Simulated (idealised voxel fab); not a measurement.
The following is a process module called voxel spacer lines.
Shown is cross-section cut, with a width of 280 nm and square cells of size 5 nm.
Bands, listed from the top down, are how a cross-section gets written in this document; the cross-section itself is a grid of square cells, and a band is one or more rows of them.
The band entry comprises the height of the band's top followed by the height of its bottom, expressed in nm, and subsequently the band's materials from left to right, each stated together with its width in nm. Where a single material is marked with the word "full width", that material fills the band from edge to edge. The word "blank" represents empty space.
Heights are reckoned from 0. Under this level, the received wafer is all of one material. The bottommost band is open-ended downward, for example "0 nm and below".
The expression "30->40" gives the width at the extremes of the band, the first number at its top row of cells and the second at its bottom row, with the width changing by equal amounts from each row to the next in between.
"nothing altered" after a step means that no cell of the cross-section changed.
So "Fully enclosed voids" is basically the list of trapped voids: any empty space of 8 cells or more that can't reach the top through an opening. They're written width x height at distance, the distance being from the left edge, and it's all nm.
Post-settings text on a step line: simulator's own remark regarding the step.
You can add "overlay nm" to a step's line. For a step with a mask, it describes how far the mask lay to the right of its planned position, and a negative number describes a lay to the left.

Process steps (planned):
1) RECEIVE | material Si
2) CONFORMAL_DEP | material Al2O3 | thk nm 5
3) DIRECTIONAL_DEP | material SiN | thk nm 20
4) DIRECTIONAL_DEP | material polySi | thk nm 25
5) PATTERN | tone cover | mask id MANDREL | material resist | width nm 20 | pitch nm 60 | thk nm 30 | overlay nm 0
6) DIRECTIONAL_ETCH | etch materials polySi | depth nm 25
7) STRIP | etch materials resist
8) CONFORMAL_DEP | material SiO2 | thk nm 10
9) DIRECTIONAL_ETCH | etch materials SiO2 | depth nm 10
10) STRIP | etch materials polySi
11) DIRECTIONAL_ETCH | etch materials SiN | depth nm 20
12) STRIP | etch materials SiO2

Of two wafers, the first: run according to plan:

Cross-sectional view of the wafer in its as-received condition, corresponding to the state after step 1:
0 nm and below | Si full width
Fully enclosed voids: none

Cross-section of the wafer subsequent to step 2:
5 nm to 0 nm | Al2O3 full width
Note: structure below 0 unchanged.

Cross-section of the wafer subsequent to step 3:
25 nm to 5 nm | SiN full width
Note: structure below 5 unchanged.

Cross-section of the wafer subsequent to step 4:
50 nm to 25 nm | polySi full width
Note: structure below 25 unchanged.

Cross-section of the wafer subsequent to step 5:
80 nm to 50 nm | 70 of blank | 20 of resist | 40 of blank | 20 of resist | 40 of blank | 20 of resist | 70 of blank
Note: structure below 50 unchanged.

Cross-section of the wafer subsequent to step 6:
80 nm to 50 nm | 70 of blank | 20 of resist | 40 of blank | 20 of resist | 40 of blank | 20 of resist | 70 of blank
50 nm to 25 nm | 70 of blank | 20 of polySi | 40 of blank | 20 of polySi | 40 of blank | 20 of polySi | 70 of blank
Note: structure below 25 unchanged.

Cross-section of the wafer subsequent to step 7:
50 nm to 25 nm | 70 of blank | 20 of polySi | 40 of blank | 20 of polySi | 40 of blank | 20 of polySi | 70 of blank
Note: structure below 25 unchanged.

Cross-section of the wafer subsequent to step 8:
60 nm to 50 nm | 60 of blank | 40 of SiO2 | 20 of blank | 40 of SiO2 | 20 of blank | 40 of SiO2 | 60 of blank
50 nm to 35 nm | 60 of blank | 10 of SiO2 | 20 of polySi | 10 of SiO2 | 20 of blank | 10 of SiO2 | 20 of polySi | 10 of SiO2 | 20 of blank | 10 of SiO2 | 20 of polySi | 10 of SiO2 | 60 of blank
35 nm to 25 nm | 70 of SiO2 | 20 of polySi | 40 of SiO2 | 20 of polySi | 40 of SiO2 | 20 of polySi | 70 of SiO2
Note: structure below 25 unchanged.

Cross-section of the wafer subsequent to step 9:
50 nm to 25 nm | 60 of blank | 10 of SiO2 | 20 of polySi | 10 of SiO2 | 20 of blank | 10 of SiO2 | 20 of polySi | 10 of SiO2 | 20 of blank | 10 of SiO2 | 20 of polySi | 10 of SiO2 | 60 of blank
Note: structure below 25 unchanged.

Cross-section of the wafer subsequent to step 10:
50 nm to 25 nm | 60 of blank | 10 of SiO2 | 20 of blank | 10 of SiO2 | 20 of blank | 10 of SiO2 | 20 of blank | 10 of SiO2 | 20 of blank | 10 of SiO2 | 20 of blank | 10 of SiO2 | 60 of blank
Note: structure below 25 unchanged.

Cross-section of the wafer subsequent to step 11:
50 nm to 25 nm | 60 of blank | 10 of SiO2 | 20 of blank | 10 of SiO2 | 20 of blank | 10 of SiO2 | 20 of blank | 10 of SiO2 | 20 of blank | 10 of SiO2 | 20 of blank | 10 of SiO2 | 60 of blank
25 nm to 5 nm | 60 of blank | 10 of SiN | 20 of blank | 10 of SiN | 20 of blank | 10 of SiN | 20 of blank | 10 of SiN | 20 of blank | 10 of SiN | 20 of blank | 10 of SiN | 60 of blank
Note: structure below 5 unchanged.

Cross-section of the wafer subsequent to step 12:
25 nm to 5 nm | 60 of blank | 10 of SiN | 20 of blank | 10 of SiN | 20 of blank | 10 of SiN | 20 of blank | 10 of SiN | 20 of blank | 10 of SiN | 20 of blank | 10 of SiN | 60 of blank
Note: structure below 5 unchanged.

Second wafer, same starting state and plan as the first, one mistake in the run, identical through step 2:

X-section, second wafer, when step 3 was due to finish:
45 nm to 5 nm | SiN full width
Note: structure below 5 unchanged.

X-section, second wafer, when step 4 was due to finish:
70 nm to 45 nm | polySi full width
Note: structure below 45 unchanged.

X-section, second wafer, when step 5 was due to finish:
100 nm to 70 nm | 70 of blank | 20 of resist | 40 of blank | 20 of resist | 40 of blank | 20 of resist | 70 of blank
Note: structure below 70 unchanged.

X-section, second wafer, when step 6 was due to finish:
100 nm to 70 nm | 70 of blank | 20 of resist | 40 of blank | 20 of resist | 40 of blank | 20 of resist | 70 of blank
70 nm to 45 nm | 70 of blank | 20 of polySi | 40 of blank | 20 of polySi | 40 of blank | 20 of polySi | 70 of blank
Note: structure below 45 unchanged.

X-section, second wafer, when step 7 was due to finish:
70 nm to 45 nm | 70 of blank | 20 of polySi | 40 of blank | 20 of polySi | 40 of blank | 20 of polySi | 70 of blank
Note: structure below 45 unchanged.

X-section, second wafer, when step 8 was due to finish:
80 nm to 70 nm | 60 of blank | 40 of SiO2 | 20 of blank | 40 of SiO2 | 20 of blank | 40 of SiO2 | 60 of blank
70 nm to 55 nm | 60 of blank | 10 of SiO2 | 20 of polySi | 10 of SiO2 | 20 of blank | 10 of SiO2 | 20 of polySi | 10 of SiO2 | 20 of blank | 10 of SiO2 | 20 of polySi | 10 of SiO2 | 60 of blank
55 nm to 45 nm | 70 of SiO2 | 20 of polySi | 40 of SiO2 | 20 of polySi | 40 of SiO2 | 20 of polySi | 70 of SiO2
Note: structure below 45 unchanged.

X-section, second wafer, when step 9 was due to finish:
70 nm to 45 nm | 60 of blank | 10 of SiO2 | 20 of polySi | 10 of SiO2 | 20 of blank | 10 of SiO2 | 20 of polySi | 10 of SiO2 | 20 of blank | 10 of SiO2 | 20 of polySi | 10 of SiO2 | 60 of blank
Note: structure below 45 unchanged.

X-section, second wafer, when step 10 was due to finish:
70 nm to 45 nm | 60 of blank | 10 of SiO2 | 20 of blank | 10 of SiO2 | 20 of blank | 10 of SiO2 | 20 of blank | 10 of SiO2 | 20 of blank | 10 of SiO2 | 20 of blank | 10 of SiO2 | 60 of blank
Note: structure below 45 unchanged.

X-section, second wafer, when step 11 was due to finish:
70 nm to 45 nm | 60 of blank | 10 of SiO2 | 20 of blank | 10 of SiO2 | 20 of blank | 10 of SiO2 | 20 of blank | 10 of SiO2 | 20 of blank | 10 of SiO2 | 20 of blank | 10 of SiO2 | 60 of blank
45 nm to 25 nm | 60 of blank | 10 of SiN | 20 of blank | 10 of SiN | 20 of blank | 10 of SiN | 20 of blank | 10 of SiN | 20 of blank | 10 of SiN | 20 of blank | 10 of SiN | 60 of blank
Note: structure below 25 unchanged.

X-section, second wafer, when step 12 was due to finish:
45 nm to 25 nm | 60 of blank | 10 of SiN | 20 of blank | 10 of SiN | 20 of blank | 10 of SiN | 20 of blank | 10 of SiN | 20 of blank | 10 of SiN | 20 of blank | 10 of SiN | 60 of blank
Note: structure below 25 unchanged.
What was done differently from what was planned? step 3 of the plan was performed twice
Upon completion, the second wafer contains, in terms of cells, a greater or smaller amount of certain materials than the first wafer: SiN +224
